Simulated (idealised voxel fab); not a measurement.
This section sets out a process module, namely voxel transistor to metal.
Section shown: cut. Width: 185 nm. Cell size: 5 nm, square.
Format of a cross-section: grid, square cells. Given as bands. Order: top down. Band: one or more rows of cells.
Quick guide to a band line: top height, bottom height (nm) up front; then every material left to right with its width in nm. Only one material and it's marked "everywhere"? Then it fills the band edge to edge. And "blank" just means empty space.
Counting heights begins at 0, where everything beneath is, in the wafer as received, one material. The lowest band has no bottom; it goes on downwards, as "z 0 and below" shows.
A width such as "30 to 40" changes by the same amount from each row of cells to the next, from the band's top row to its bottom row.
The designation "no modifications", where it is given for a processing step, indicates that no cell of the cross-section was altered in the course of that step.
This entry, "Closed void table", enumerates those empty regions of no fewer than 8 cells that possess no open connection to the top. Each region is reported in the form width x height at distance, the distance being taken from the left edge, with all three quantities expressed in nm.
The remark found on a step's line after its settings is issued by the simulator itself and pertains to that step.
For masked steps, "overlay nm" on the step line gives how far right of plan the mask actually lay; a minus sign means it lay to the left.
Process steps (planned):
step 1: RECEIVE (material Si)
step 2: CONFORMAL_DEP (material SiO2; thk nm 5)
step 3: CONFORMAL_DEP (material SiN; thk nm 10)
step 4: PATTERN (tone cover; mask id ACTIVE; material resist; width nm 115; thk nm 20; overlay nm 0)
step 5: DIRECTIONAL_ETCH (etch materials SiN; depth nm 10)
step 6: DIRECTIONAL_ETCH (etch materials SiO2; depth nm 5)
step 7: DIRECTIONAL_ETCH (etch materials Si; depth nm 35)
step 8: STRIP (etch materials resist)
step 9: OXIDIZE (depth nm 5)
step 10: FILL_DEP (material SiO2; thk nm 5)
step 11: CMP (height nm 15)
step 12: SELECTIVE_ETCH (etch materials SiO2; depth nm 10)
step 13: STRIP (etch materials SiN)
step 14: SELECTIVE_ETCH (etch materials SiO2; depth nm 5)
step 15: OXIDIZE (depth nm 5)
step 16: DIRECTIONAL_DEP (material polySi; thk nm 25)
step 17: DIRECTIONAL_DEP (material SiCN; thk nm 15)
step 18: MASKED_ETCH (tone cover; mask id GATE; width nm 15; etch materials SiCN; depth nm 25; overlay nm 0)
step 19: MASKED_ETCH (tone cover; mask id GATE; width nm 25; etch materials polySi; depth nm 35; overlay nm 0)
step 20: CONFORMAL_DEP (material SiO2; thk nm 5)
step 21: DIRECTIONAL_ETCH (etch materials SiO2; depth nm 5)
step 22: CONFORMAL_DEP (material SiN; thk nm 10)
step 23: DIRECTIONAL_ETCH (etch materials SiN; depth nm 10)
step 24: DIRECTIONAL_ETCH (etch materials SiO2; depth nm 5)
step 25: EPI (material pSi; thk nm 5)
step 26: FILL_DEP (material SiO2; thk nm 10)
step 27: CMP (height nm 25)
step 28: STRIP (etch materials polySi)
step 29: SELECTIVE_ETCH (etch materials SiO2; depth nm 5)
step 30: CONFORMAL_DEP (material HfO2; thk nm 5)
step 31: CONFORMAL_DEP (material TiN; thk nm 5)
step 32: FILL_DEP (material W; thk nm 10)
step 33: CMP (height nm 20)
step 34: DIRECTIONAL_DEP (material SiO2; thk nm 15)
step 35: PATTERN (tone open; mask id CONTACT; material resist; width nm 15; pitch nm 80; thk nm 20; overlay nm 0)
step 36: DIRECTIONAL_ETCH (etch materials SiO2; depth nm 35)
step 37: STRIP (etch materials resist)
step 38: CONFORMAL_DEP (material TiN; thk nm 5)
step 39: FILL_DEP (material Ru; thk nm 5)
step 40: CMP (height nm 35)
step 41: CONFORMAL_DEP (material SiN; thk nm 5)
step 42: DIRECTIONAL_DEP (material lowk; thk nm 20)
step 43: MASKED_ETCH (tone open; mask id METAL_1; width nm 15; pitch nm 80; etch materials lowk; depth nm 20; overlay nm 0)
step 44: MASKED_ETCH (tone open; mask id METAL_1; width nm 15; pitch nm 80; etch materials SiN; depth nm 5; overlay nm 0)
step 45: CONFORMAL_DEP (material TiN; thk nm 5)
step 46: FILL_DEP (material Cu; thk nm 10)
step 47: CMP (height nm 60)
step 48: CONFORMAL_DEP (material SiN; thk nm 5)
For clarity, it should be stated that the wafers under discussion commence in an identical condition and differ with respect to the width nm of step 18, the plan indicating the value that the first wafer had.
Here's the first of the wafers in cross-section, just as we got it, i.e. after step 1:
* z 0 and below | Si everywhere
* Closed void table: none
Cross-sectional representation of the first of several wafers at the end of the module, i.e. after its terminal step, step 48:
* z 65 to 60 | SiN everywhere
* z 60 to 40 | 45 nm lowk / 5 nm TiN / 5 nm Cu / 5 nm TiN / 65 nm lowk / 5 nm TiN / 5 nm Cu / 5 nm TiN / 45 nm lowk
* z 40 to 35 | 45 nm SiN / 15 nm TiN / 65 nm SiN / 15 nm TiN / 45 nm SiN
* z 35 to 20 | 45 nm SiO2 / 5 nm TiN / 5 nm Ru / 5 nm TiN / 65 nm SiO2 / 5 nm TiN / 5 nm Ru / 5 nm TiN / 45 nm SiO2
* z 20 to 5 | 45 nm SiO2 / 5 nm TiN / 5 nm Ru / 5 nm TiN / 5 nm SiO2 / 10 nm SiN / 5 nm HfO2 / 5 nm TiN / 15 nm W / 5 nm TiN / 5 nm HfO2 / 10 nm SiN / 5 nm SiO2 / 5 nm TiN / 5 nm Ru / 5 nm TiN / 45 nm SiO2
* z 5 to 0 | 45 nm SiO2 / 15 nm TiN / 5 nm SiO2 / 10 nm SiN / 5 nm HfO2 / 25 nm TiN / 5 nm HfO2 / 10 nm SiN / 5 nm SiO2 / 15 nm TiN / 45 nm SiO2
* z 0 to -5 | 35 nm SiO2 / 30 nm pSi / 10 nm SiO2 / 35 nm HfO2 / 10 nm SiO2 / 30 nm pSi / 35 nm SiO2
* z -5 to -40 | 40 nm SiO2 / 105 nm Si / 40 nm SiO2
* z -40 and below | Si everywhere
* Closed void table: none
Cross-section at module completion, last wafer:
* z 65 to 60 | SiN everywhere
* z 60 to 40 | 45 nm lowk / 5 nm TiN / 5 nm Cu / 5 nm TiN / 65 nm lowk / 5 nm TiN / 5 nm Cu / 5 nm TiN / 45 nm lowk
* z 40 to 35 | 45 nm SiN / 15 nm TiN / 65 nm SiN / 15 nm TiN / 45 nm SiN
* z 35 to 25 | 45 nm SiO2 / 5 nm TiN / 5 nm Ru / 5 nm TiN / 65 nm SiO2 / 5 nm TiN / 5 nm Ru / 5 nm TiN / 45 nm SiO2
* z 25 to 20 | 45 nm SiO2 / 5 nm TiN / 5 nm Ru / 5 nm TiN / 65 nm SiO2 / 15 nm TiN / 45 nm SiO2
* z 20 to 5 | 45 nm SiO2 / 5 nm TiN / 5 nm Ru / 5 nm TiN / 10 nm SiN / 5 nm HfO2 / 5 nm TiN / 30 nm W / 5 nm TiN / 5 nm HfO2 / 10 nm SiN / 10 nm TiN / 45 nm SiO2
* z 5 to 0 | 45 nm SiO2 / 15 nm TiN / 10 nm SiN / 5 nm HfO2 / 40 nm TiN / 5 nm HfO2 / 10 nm SiN / 10 nm TiN / 45 nm SiO2
* z 0 to -5 | 35 nm SiO2 / 25 nm pSi / 10 nm SiO2 / 50 nm HfO2 / 10 nm SiO2 / 20 nm pSi / 35 nm SiO2
* z -5 to -40 | 40 nm SiO2 / 105 nm Si / 40 nm SiO2
* z -40 and below | Si everywhere
* Closed void table: none
Every row in this table is a wafer at the end of the module, and it gives, for each of the materials, the cells that wafer has gained (+) or lost (-) since it was received, then its closed voids:
width nm 15; +8 Cu; +15 HfO2; +12 Ru; -149 Si; +84 SiN; +303 SiO2; +63 TiN; +9 W; +124 lowk; +12 pSi; Closed void table: none
width nm 20; +8 Cu; +15 HfO2; +12 Ru; -149 Si; +84 SiN; +303 SiO2; +63 TiN; +9 W; +124 lowk; +12 pSi; Closed void table: none
width nm 25; +8 Cu; +15 HfO2; +12 Ru; -149 Si; +84 SiN; +303 SiO2; +63 TiN; +9 W; +124 lowk; +12 pSi; Closed void table: none
width nm 30; +8 Cu; +16 HfO2; +12 Ru; -149 Si; +84 SiN; +299 SiO2; +64 TiN; +12 W; +124 lowk; +11 pSi; Closed void table: none
width nm 35; +8 Cu; +17 HfO2; +12 Ru; -149 Si; +84 SiN; +295 SiO2; +65 TiN; +15 W; +124 lowk; +10 pSi; Closed void table: none
width nm 40; +8 Cu; +18 HfO2; +8 Ru; -149 Si; +84 SiN; +295 SiO2; +66 TiN; +18 W; +124 lowk; +9 pSi; Closed void table: none
